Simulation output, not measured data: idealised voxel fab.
Presented below is a process module, voxel ribs on slabs.
We display cut, a cross-section 205 nm in width whose square cells are each 5 nm.
A cross-section is written here as square cells arranged in a grid, and it is given in bands from the top down, each band taking up one or more rows of cells.
In this notation a band is specified by the heights of its top and bottom, in that order and in nm, after which its materials appear from left to right, each paired with its width in nm. The word "throughout" attached to a single material means that material fills the band from edge to edge; the word "air" stands for empty space.
Heights are reckoned from 0. Under this level, the received wafer is all of one material. The bottommost band is open-ended downward, for example "0 nm and below".
Width "30 to 40": first value at the band's top row of cells, second value at its bottom row, equal change from row to row.
"no modification" means the step left every cell of the cross-section as it was.
You'll see "Closed internal cavities" listing empty spaces that have no way open to the top, as long as they're 8 cells or more; the notation is width x height at distance, where the distance is from the left edge, and all of it is in nm.
What comes after the settings on a step's line is commentary from the simulator itself on that step.
overlay nm: for a step with a mask, the amount by which the mask lay right of where it was planned; a negative amount means left of it.
From here on the document is pairs. In a pair, the cross-section before one process step comes with the cross-section after it, and the latter goes no deeper than the lowest band that changed. What lies in between, the step and its settings, is written under the pair. A pair may be from a different run of this module on the same starting wafer than the pair above it, so it continues from that pair only where its entry headed "Pre-process cross-section" says so.

Pre-process cross-section
  70 nm to 60 nm  TiN throughout
  60 nm to 45 nm  SiO2 throughout
  45 nm to 40 nm  SiO2 (85) / polySi (30) / SiO2 (90)
  40 nm to 30 nm  SiO2 (50) / polySi (80) / SiO2 (75)
  30 nm to 0 nm  SiO2 throughout
  0 nm and below  Si throughout
  Closed internal cavities: none

Post-Step Appearance
  85 nm to 70 nm  aC throughout
  Below a height of 70, the structure has not been altered.
  Closed internal cavities: none
In between the before and after cross-sections above, the step is DIRECTIONAL_DEP [material aC] [thk nm 15]

Pre-process cross-section: For the state before this step, see the after cross-section of the pair located directly above.

Post-Step Appearance
  120 nm to 85 nm  air (80) / resist (40) / air (85)
  Below a height of 85, the structure has not been altered.
  Closed internal cavities: none
In between the before and after cross-sections above, the step is PATTERN [tone cover] [mask id HEATER] [material resist] [width nm 40] [thk nm 35] [overlay nm 0]

Pre-process cross-section: For the state before this step, see the after cross-section of the pair located directly above.

Post-Step Appearance
  105 nm to 85 nm  air (80) / resist (40) / air (85)
  85 nm to 70 nm  air (80) / aC (40) / air (85)
  Below a height of 70, the structure has not been altered.
  Closed internal cavities: none
In between the before and after cross-sections above, the step is DIRECTIONAL_ETCH [etch materials aC] [depth nm 15]

Pre-process cross-section: For the state before this step, see the after cross-section of the pair located directly above.

Post-Step Appearance
  85 nm to 70 nm  air (80) / aC (40) / air (85)
  Below a height of 70, the structure has not been altered.
  Closed internal cavities: none
In between the before and after cross-sections above, the step is STRIP [etch materials resist]

Pre-process cross-section: For the state before this step, see the after cross-section of the pair located directly above.

Post-Step Appearance
  85 nm to 70 nm  air (80) / aC (40) / air (85)
  70 nm to 60 nm  air (80) / TiN (40) / air (85)
  Below a height of 60, the structure has not been altered.
  Closed internal cavities: none
In between the before and after cross-sections above, the step is DIRECTIONAL_ETCH [etch materials TiN] [depth nm 10]

Pre-process cross-section: For the state before this step, see the after cross-section of the pair located directly above.

Post-Step Appearance
  70 nm to 60 nm  air (80) / TiN (40) / air (85)
  Below a height of 60, the structure has not been altered.
  Closed internal cavities: none
In between the before and after cross-sections above, the step is STRIP [etch materials aC]

Pre-process cross-section: For the state before this step, see the after cross-section of the pair located directly above.

Post-Step Appearance
  75 nm to 70 nm  air (75) / SiN (50) / air (80)
  70 nm to 65 nm  air (75) / SiN (5) / TiN (40) / SiN (5) / air (80)
  65 nm to 60 nm  SiN (80) / TiN (40) / SiN (85)
  Below a height of 60, the structure has not been altered.
  Closed internal cavities: none
In between the before and after cross-sections above, the step is CONFORMAL_DEP [material SiN] [thk nm 5]

Pre-process cross-section
  45 nm to 40 nm  air (85) / polySi (30) / air (90)
  40 nm to 30 nm  air (60) / polySi (80) / air (65)
  30 nm to 0 nm  SiO2 throughout
  0 nm and below  Si throughout
  Closed internal cavities: none

Post-Step Appearance
  65 nm to 45 nm  SiN throughout
  45 nm to 40 nm  SiN (85) / polySi (30) / SiN (90)
  40 nm to 30 nm  SiN (60) / polySi (80) / SiN (65)
  Below a height of 30, the structure has not been altered.
  Closed internal cavities: none
In between the before and after cross-sections above, the step is FILL_DEP [material SiN] [thk nm 20]

Pre-process cross-section: For the state before this step, see the after cross-section of the pair located directly above.

Post-Step Appearance
  60 nm to 45 nm  SiN throughout
  Below a height of 45, the structure has not been altered.
  Closed internal cavities: none
In between the before and after cross-sections above, the step is CMP [height nm 60]

Pre-process cross-section: For the state before this step, see the after cross-section of the pair located directly above.

Post-Step Appearance
  70 nm to 60 nm  TiN throughout
  Below a height of 60, the structure has not been altered.
  Closed internal cavities: none
In between the before and after cross-sections above, the step is DIRECTIONAL_DEP [material TiN] [thk nm 10]

Pre-process cross-section: For the state before this step, see the after cross-section of the pair located directly above.

Post-Step Appearance
  85 nm to 70 nm  aC throughout
  Below a height of 70, the structure has not been altered.
  Closed internal cavities: none
In between the before and after cross-sections above, the step is DIRECTIONAL_DEP [material aC] [thk nm 15]

Pre-process cross-section: For the state before this step, see the after cross-section of the pair located directly above.

Post-Step Appearance
  120 nm to 85 nm  air (80) / resist (40) / air (85)
  Below a height of 85, the structure has not been altered.
  Closed internal cavities: none
In between the before and after cross-sections above, the step is PATTERN [tone cover] [mask id HEATER] [material resist] [width nm 40] [thk nm 35] [overlay nm 0]

Pre-process cross-section: For the state before this step, see the after cross-section of the pair located directly above.

Post-Step Appearance
  105 nm to 85 nm  air (80) / resist (40) / air (85)
  85 nm to 70 nm  air (80) / aC (40) / air (85)
  Below a height of 70, the structure has not been altered.
  Closed internal cavities: none
In between the before and after cross-sections above, the step is DIRECTIONAL_ETCH [etch materials aC] [depth nm 15]

Pre-process cross-section: For the state before this step, see the after cross-section of the pair located directly above.

Post-Step Appearance
  85 nm to 70 nm  air (80) / aC (40) / air (85)
  Below a height of 70, the structure has not been altered.
  Closed internal cavities: none
In between the before and after cross-sections above, the step is STRIP [etch materials resist]

Pre-process cross-section: For the state before this step, see the after cross-section of the pair located directly above.

Post-Step Appearance
  85 nm to 70 nm  air (80) / aC (40) / air (85)
  70 nm to 60 nm  air (80) / TiN (40) / air (85)
  Below a height of 60, the structure has not been altered.
  Closed internal cavities: none
In between the before and after cross-sections above, the step is DIRECTIONAL_ETCH [etch materials TiN] [depth nm 10]

Pre-process cross-section: For the state before this step, see the after cross-section of the pair located directly above.

Post-Step Appearance
  70 nm to 60 nm  air (80) / TiN (40) / air (85)
  Below a height of 60, the structure has not been altered.
  Closed internal cavities: none
In between the before and after cross-sections above, the step is STRIP [etch materials aC]

Pre-process cross-section: For the state before this step, see the after cross-section of the pair located directly above.

Post-Step Appearance
  75 nm to 70 nm  air (75) / SiN (50) / air (80)
  70 nm to 65 nm  air (75) / SiN (5) / TiN (40) / SiN (5) / air (80)
  65 nm to 60 nm  SiN (80) / TiN (40) / SiN (85)
  Below a height of 60, the structure has not been altered.
  Closed internal cavities: none
In between the before and after cross-sections above, the step is CONFORMAL_DEP [material SiN] [thk nm 5]

Pre-process cross-section
  85 nm to 70 nm  aC throughout
  70 nm to 60 nm  TiN throughout
  60 nm to 45 nm  SiO2 throughout
  45 nm to 40 nm  SiO2 (85) / polySi (30) / SiO2 (90)
  40 nm to 30 nm  SiO2 (60) / polySi (80) / SiO2 (65)
  30 nm to 0 nm  SiO2 throughout
  0 nm and below  Si throughout
  Closed internal cavities: none

Post-Step Appearance
  120 nm to 85 nm  resist (80) / air (40) / resist (85)
  Below a height of 85, the structure has not been altered.
  Closed internal cavities: none
In between the before and after cross-sections above, the step is PATTERN [tone open] [mask id HEATER] [material resist] [width nm 40] [thk nm 35] [overlay nm 0]

Pre-process cross-section: For the state before this step, see the after cross-section of the pair located directly above.

Post-Step Appearance
  105 nm to 85 nm  resist (80) / air (40) / resist (85)
  85 nm to 70 nm  aC (80) / air (40) / aC (85)
  Below a height of 70, the structure has not been altered.
  Closed internal cavities: none
In between the before and after cross-sections above, the step is DIRECTIONAL_ETCH [etch materials aC] [depth nm 15]

Pre-process cross-section: For the state before this step, see the after cross-section of the pair located directly above.

Post-Step Appearance
  85 nm to 70 nm  aC (80) / air (40) / aC (85)
  Below a height of 70, the structure has not been altered.
  Closed internal cavities: none
In between the before and after cross-sections above, the step is STRIP [etch materials resist]

Pre-process cross-section: For the state before this step, see the after cross-section of the pair located directly above.

Post-Step Appearance
  85 nm to 70 nm  aC (80) / air (40) / aC (85)
  70 nm to 60 nm  TiN (80) / air (40) / TiN (85)
  Below a height of 60, the structure has not been altered.
  Closed internal cavities: none
In between the before and after cross-sections above, the step is DIRECTIONAL_ETCH [etch materials TiN] [depth nm 10]

Pre-process cross-section: For the state before this step, see the after cross-section of the pair located directly above.

Post-Step Appearance
  70 nm to 60 nm  TiN (80) / air (40) / TiN (85)
  Below a height of 60, the structure has not been altered.
  Closed internal cavities: none
In between the before and after cross-sections above, the step is STRIP [etch materials aC]

Pre-process cross-section: For the state before this step, see the after cross-section of the pair located directly above.

Post-Step Appearance
  75 nm to 70 nm  SiN (85) / air (30) / SiN (90)
  70 nm to 65 nm  TiN (80) / SiN (5) / air (30) / SiN (5) / TiN (85)
  65 nm to 60 nm  TiN (80) / SiN (40) / TiN (85)
  Below a height of 60, the structure has not been altered.
  Closed internal cavities: none
In between the before and after cross-sections above, the step is CONFORMAL_DEP [material SiN] [thk nm 5]
